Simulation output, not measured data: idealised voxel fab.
The following is a process module called voxel ribs on slabs.
Each square cell in cross-section cut measures 5 nm, and the section as a whole is 140 nm wide.
Heads up, the way a cross-section reads in here is a grid of square cells, handed over as bands from the top down, with every band being one or more rows of cells.
Top, bottom (nm), then materials left to right with widths (nm); lone material tagged "edge to edge" fills the whole band edge to edge; "blank" = empty space.
Height is counted from the level 0, under which the received wafer is composed throughout of one material. The lowest of the bands is not closed at the bottom but continues downward, in the notation "0 -> down".
When a width is written as two numbers, as in "30->40", the first number is the width in the top row of cells of the band and the second is the width in its bottom row, and the width changes by the same amount from each row to the next.
"stayed the same", as given for a step, is the statement that not any cell of the cross-section underwent a change during that step.
If an empty space has no open way to the top and is at least 8 cells in size, "Trapped voids" lists it, written width x height at distance, where distance is measured from the left edge and every value is in nm.
Step line, after settings: the simulator's comment on this step.
The "overlay nm" setting may appear on a step's line; for a step that uses a mask, it gives how far to the right of its planned position the mask lay, and a negative value indicates the left.

Here's what the planned process steps look like
1 RECEIVE [material Si]
2 DIRECTIONAL_DEP [material SiO2] [thk nm 20]
3 DIRECTIONAL_DEP [material polySi] [thk nm 15]
4 MASKED_ETCH [tone cover] [mask id RIB] [width nm 15] [etch materials polySi] [depth nm 10] [overlay nm 0]
5 MASKED_ETCH [tone cover] [mask id SLAB] [width nm 45] [etch materials polySi] [depth nm 5] [overlay nm 0]
6 FILL_DEP [material SiO2] [thk nm 20]
7 CMP [height nm 50]
8 DIRECTIONAL_DEP [material W] [thk nm 5]
9 DIRECTIONAL_DEP [material aC] [thk nm 10]
10 PATTERN [tone cover] [mask id HEATER] [material resist] [width nm 25] [thk nm 30] [overlay nm 0]
11 DIRECTIONAL_ETCH [etch materials aC] [depth nm 10]
12 STRIP [etch materials resist]
13 DIRECTIONAL_ETCH [etch materials W] [depth nm 5]
14 STRIP [etch materials aC]
15 CONFORMAL_DEP [material SiN] [thk nm 5]

Step 1 complete: cross-section of the wafer as received
	0 -> down  Si edge to edge
	Trapped voids: none

Wafer cross-section at module end: first of two, run to plan
	60 -> 55  50 of blank  35 of SiN  55 of blank
	55 -> 50  55 of SiN  25 of W  60 of SiN
	50 -> 35  SiO2 edge to edge
	35 -> 25  60 of SiO2  15 of polySi  65 of SiO2
	25 -> 20  45 of SiO2  45 of polySi  50 of SiO2
	20 -> 0  SiO2 edge to edge
	0 -> down  Si edge to edge
	Trapped voids: none

Wafer two cross-section, module end. Start and plan unchanged from wafer one; one mistake made during the run
	60 -> 55  50 of blank  35 of SiN  55 of blank
	55 -> 50  55 of SiN  25 of W  60 of SiN
	50 -> 35  SiO2 edge to edge
	35 -> 25  60 of SiO2  15 of polySi  65 of SiO2
	25 -> 20  50 of SiO2  35 of polySi  55 of SiO2
	20 -> 0  SiO2 edge to edge
	0 -> down  Si edge to edge
	Trapped voids: none
Processing error: not per plan at step 5, really ran MASKED_ETCH [tone cover] [mask id SLAB] [width nm 35] [etch materials polySi] [depth nm 5] [overlay nm 0]
Materials where the second wafer ends with more or fewer cells than the first: 2 more of SiO2 | 2 fewer of polySi
